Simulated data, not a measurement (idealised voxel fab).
The process module that follows is named voxel ribs on slabs.
For reference, the cross-section in this document is cut, with width 165 nm and square cells of 5 nm.
Bands, listed from the top down, are how a cross-section gets written in this document; the cross-section itself is a grid of square cells, and a band is one or more rows of them.
For a band, the entry starts with two heights in nm, that of the top and then that of the bottom, and carries on with the band's materials in order from left to right, each alongside its width in nm; the word "edge to edge" beside a single material means it fills the band edge to edge, and "blank" means empty space.
All heights in this document are referenced to 0, defined as the level beneath which the wafer, as received, consists entirely of one material. The lowest band is not bounded below; it extends indefinitely downward and is written in the form "0 nm and below".
Think of "30..40" as a width that walks from the first number to the second as you go down the band, top row to bottom row, taking equal-sized steps from row to row.
For the purposes of this document, the phrase "all unchanged" attached to a step denotes that no cell within the cross-section was modified by that step.
This entry, "Closed void list", enumerates those empty regions of no fewer than 8 cells that possess no open connection to the top. Each region is reported in the form width x height at distance, the distance being taken from the left edge, with all three quantities expressed in nm.
That trailing text on a step's line, after the settings, is the simulator's own remark on the step.
On any step carrying a mask, the "overlay nm" setting, if present on the step's line, tells how far right of its planned place the mask lay; negative values point to the left.
Process steps - plan
1,RECEIVE with material Si
2,DIRECTIONAL_DEP with material SiO2, thk nm 30
3,DIRECTIONAL_DEP with material polySi, thk nm 20
4,MASKED_ETCH with tone cover, mask id RIB, width nm 30, etch materials polySi, depth nm 5, overlay nm 0
5,MASKED_ETCH with tone cover, mask id SLAB, width nm 70, etch materials polySi, depth nm 5, overlay nm 0
6,FILL_DEP with material SiO2, thk nm 20
7,CMP with height nm 60
8,DIRECTIONAL_DEP with material W, thk nm 5
9,PATTERN with tone cover, mask id HEATER, material resist, width nm 40, thk nm 20, overlay nm 0
10,DIRECTIONAL_ETCH with etch materials W, depth nm 5
11,STRIP with etch materials resist
12,CONFORMAL_DEP with material SiO2, thk nm 5
Keep in mind the plan's value for the depth nm of step 4 comes from the first wafer; the wafers don't share that setting, but they do share the same starting point.
Cross-section of the first of several wafers on receipt, reflecting completion of step 1
* 0 nm and below: Si edge to edge
* Closed void list: none
Take any row and you have a wafer at the end of the module: how many cells of each material it has gained (+) or lost (-) since it was received, and then its closed voids
depth nm 5, +345 SiO2, +8 W, +86 polySi, Closed void list: none
depth nm 10, +372 SiO2, +8 W, +59 polySi, Closed void list: none
depth nm 15, +399 SiO2, +8 W, +32 polySi, Closed void list: none
depth nm 20, +407 SiO2, +8 W, +24 polySi, Closed void list: none
depth nm 25, +407 SiO2, +8 W, +24 polySi, Closed void list: none
depth nm 30, +407 SiO2, +8 W, +24 polySi, Closed void list: none
